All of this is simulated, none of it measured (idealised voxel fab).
Presented below is a process module, voxel transistor to metal.
Pictured: cross-section cut, 195 nm wide, on a grid of 5 nm square cells.
Cross-section layout: square cells on a grid; listed as bands, top to bottom; a band spans one or more cell rows.
Within each band entry, the heights of the top and of the bottom of the band appear first, in that order and in nm; the materials of the band then follow from left to right, each with its corresponding width in nm. The designation "all across" on a single material indicates that it fills the band from edge to edge; the designation "blank" indicates empty space.
Measure heights from 0. That's the level where, below it, the as-received wafer is all one material. The lowest band is bottomless and extends downward; write it as in "from 0 down".
The expression "30->40" gives the width at the extremes of the band, the first number at its top row of cells and the second at its bottom row, with the width changing by equal amounts from each row to the next in between.
Take "left unchanged" at face value: in the step it is given for, the cross-section changed in none of its cells.
Any empty space of 8 cells or more lacking an open way to the top shows up in "Entrapped void list" as width x height at distance, distance from the left edge, in nm.
The remark found on a step's line after its settings is issued by the simulator itself and pertains to that step.
"overlay nm" answers the question of how far to the right of plan the mask lay on a step that has a mask, and when it is negative the answer is to the left.

Set out below are the planned steps of the process
1,op RECEIVE | material Si
2,op CONFORMAL_DEP | material SiO2 | thk nm 5
3,op CONFORMAL_DEP | material SiN | thk nm 10
4,op PATTERN | tone cover | mask id ACTIVE | material resist | width nm 110 | thk nm 20 | overlay nm 0
5,op DIRECTIONAL_ETCH | etch materials SiN | depth nm 10
6,op DIRECTIONAL_ETCH | etch materials SiO2 | depth nm 5
7,op DIRECTIONAL_ETCH | etch materials Si | depth nm 20
8,op STRIP | etch materials resist
9,op FILL_DEP | material SiO2 | thk nm 5
10,op CMP | height nm 15
11,op SELECTIVE_ETCH | etch materials SiO2 | depth nm 5
12,op STRIP | etch materials SiN
13,op SELECTIVE_ETCH | etch materials SiO2 | depth nm 5
14,op OXIDIZE | depth nm 5
15,op DIRECTIONAL_DEP | material polySi | thk nm 20
16,op DIRECTIONAL_DEP | material SiCN | thk nm 15
17,op MASKED_ETCH | tone cover | mask id GATE | width nm 30 | etch materials SiCN | depth nm 25 | overlay nm 0
18,op MASKED_ETCH | tone cover | mask id GATE | width nm 30 | etch materials polySi | depth nm 30 | overlay nm 0
19,op CONFORMAL_DEP | material SiN | thk nm 5
20,op DIRECTIONAL_ETCH | etch materials SiN | depth nm 5
21,op DIRECTIONAL_ETCH | etch materials SiO2 | depth nm 5
22,op EPI | material nSi | thk nm 5
23,op FILL_DEP | material SiO2 | thk nm 10
24,op CMP | height nm 20
25,op STRIP | etch materials polySi
26,op SELECTIVE_ETCH | etch materials SiO2 | depth nm 5
27,op CONFORMAL_DEP | material HfO2 | thk nm 5
28,op CONFORMAL_DEP | material TiN | thk nm 5
29,op FILL_DEP | material W | thk nm 5
30,op CMP | height nm 15
31,op DIRECTIONAL_DEP | material SiO2 | thk nm 15
32,op DIRECTIONAL_DEP | material aC | thk nm 15
33,op PATTERN | tone open | mask id CONTACT | material resist | width nm 15 | pitch nm 75 | thk nm 35 | overlay nm 0
34,op DIRECTIONAL_ETCH | etch materials aC | depth nm 15
35,op STRIP | etch materials resist
36,op DIRECTIONAL_ETCH | etch materials SiO2 | depth nm 30
37,op STRIP | etch materials aC
38,op CONFORMAL_DEP | material TiN | thk nm 5
39,op FILL_DEP | material Ru | thk nm 10
40,op CMP | height nm 30
41,op DIRECTIONAL_DEP | material TiN | thk nm 5
42,op DIRECTIONAL_DEP | material Ru | thk nm 20
43,op MASKED_ETCH | tone cover | mask id METAL_1 | width nm 15 | pitch nm 75 | etch materials Ru | depth nm 20 | overlay nm 0
44,op MASKED_ETCH | tone cover | mask id METAL_1 | width nm 15 | pitch nm 75 | etch materials TiN | depth nm 5 | overlay nm 0
45,op FILL_DEP | material lowk | thk nm 5
46,op CMP | height nm 55
47,op CONFORMAL_DEP | material SiCN | thk nm 5
48,op DIRECTIONAL_DEP | material lowk | thk nm 35
49,op DIRECTIONAL_DEP | material aC | thk nm 15
50,op PATTERN | tone open | mask id METAL_2 | material resist | width nm 15 | pitch nm 75 | thk nm 35 | overlay nm 0
51,op DIRECTIONAL_ETCH | etch materials aC | depth nm 15
52,op STRIP | etch materials resist
53,op DIRECTIONAL_ETCH | etch materials lowk | depth nm 20
54,op STRIP | etch materials aC
55,op DIRECTIONAL_DEP | material aC | thk nm 15
56,op PATTERN | tone open | mask id METAL_2_HOLES | material resist | width nm 15 | pitch nm 75 | thk nm 35 | overlay nm 0
57,op DIRECTIONAL_ETCH | etch materials aC | depth nm 15
58,op STRIP | etch materials resist
59,op DIRECTIONAL_ETCH | etch materials lowk | depth nm 15
60,op DIRECTIONAL_ETCH | etch materials SiCN | depth nm 5
61,op STRIP | etch materials aC
62,op CONFORMAL_DEP | material TiN | thk nm 5
63,op FILL_DEP | material Ru | thk nm 5
64,op CMP | height nm 95
65,op CONFORMAL_DEP | material SiN | thk nm 5

As-received wafer cross-section (after step 1)
from 0 down = Si all across
Entrapped void list: none

Cross-section, first of two wafers, end of module, run as planned
from 100 to 95 = SiN all across
from 95 to 60 = lowk (50); TiN (5); Ru (5); TiN (5); lowk (60); TiN (5); Ru (5); TiN (5); lowk (55)
from 60 to 55 = SiCN (50); TiN (15); SiCN (60); TiN (15); SiCN (55)
from 55 to 35 = lowk (50); Ru (15); lowk (60); Ru (15); lowk (55)
from 35 to 30 = lowk (50); TiN (15); lowk (60); TiN (15); lowk (55)
from 30 to 15 = SiO2 (50); TiN (5); Ru (5); TiN (5); SiO2 (60); TiN (5); Ru (5); TiN (5); SiO2 (55)
from 15 to 5 = SiO2 (50); TiN (5); Ru (5); TiN (5); SiO2 (10); SiN (5); HfO2 (5); TiN (5); W (10); TiN (5); HfO2 (5); SiN (5); SiO2 (10); TiN (5); Ru (5); TiN (5); SiO2 (55)
from 5 to 0 = SiO2 (35); SiN (5); SiO2 (10); TiN (15); SiO2 (10); SiN (5); HfO2 (5); TiN (20); HfO2 (5); SiN (5); SiO2 (10); TiN (15); SiO2 (10); SiN (5); SiO2 (40)
from 0 to -5 = SiO2 (40); nSi (35); HfO2 (40); nSi (35); SiO2 (45)
from -5 to -20 = SiO2 (40); Si (110); SiO2 (45)
from -20 down = Si all across
Entrapped void list: none

Wafer two, end of module, cross-section. Same start, same plan as wafer one. One mistake in the run
from 100 to 95 = SiN all across
from 95 to 60 = lowk (50); TiN (5); Ru (5); TiN (5); lowk (60); TiN (5); Ru (5); TiN (5); lowk (55)
from 60 to 55 = SiCN (50); TiN (15); SiCN (60); TiN (15); SiCN (55)
from 55 to 35 = lowk (50); Ru (15); lowk (60); Ru (15); lowk (55)
from 35 to 30 = lowk (50); TiN (15); lowk (60); TiN (15); lowk (55)
from 30 to 15 = SiO2 (50); TiN (5); Ru (5); TiN (5); SiO2 (60); TiN (5); Ru (5); TiN (5); SiO2 (55)
from 15 to 5 = SiO2 (50); TiN (5); Ru (5); TiN (5); SiO2 (10); SiN (5); HfO2 (5); TiN (5); W (10); TiN (5); HfO2 (5); SiN (5); SiO2 (10); TiN (5); Ru (5); TiN (5); SiO2 (55)
from 5 to 0 = SiO2 (35); SiN (5); SiO2 (10); TiN (15); SiO2 (10); SiN (5); HfO2 (5); TiN (20); HfO2 (5); SiN (5); SiO2 (10); TiN (15); SiO2 (10); SiN (5); SiO2 (40)
from 0 to -5 = SiO2 (35); SiN (5); nSi (35); HfO2 (40); nSi (35); SiN (5); SiO2 (40)
from -5 to -10 = SiO2 (45); Si (100); SiO2 (50)
from -10 to -20 = SiO2 (40); Si (110); SiO2 (45)
from -20 down = Si all across
Entrapped void list: none
So what did we get wrong on this run? step 2 of the plan was omitted and not executed
at the end the second wafer has, in cells: Si -2, SiN +2
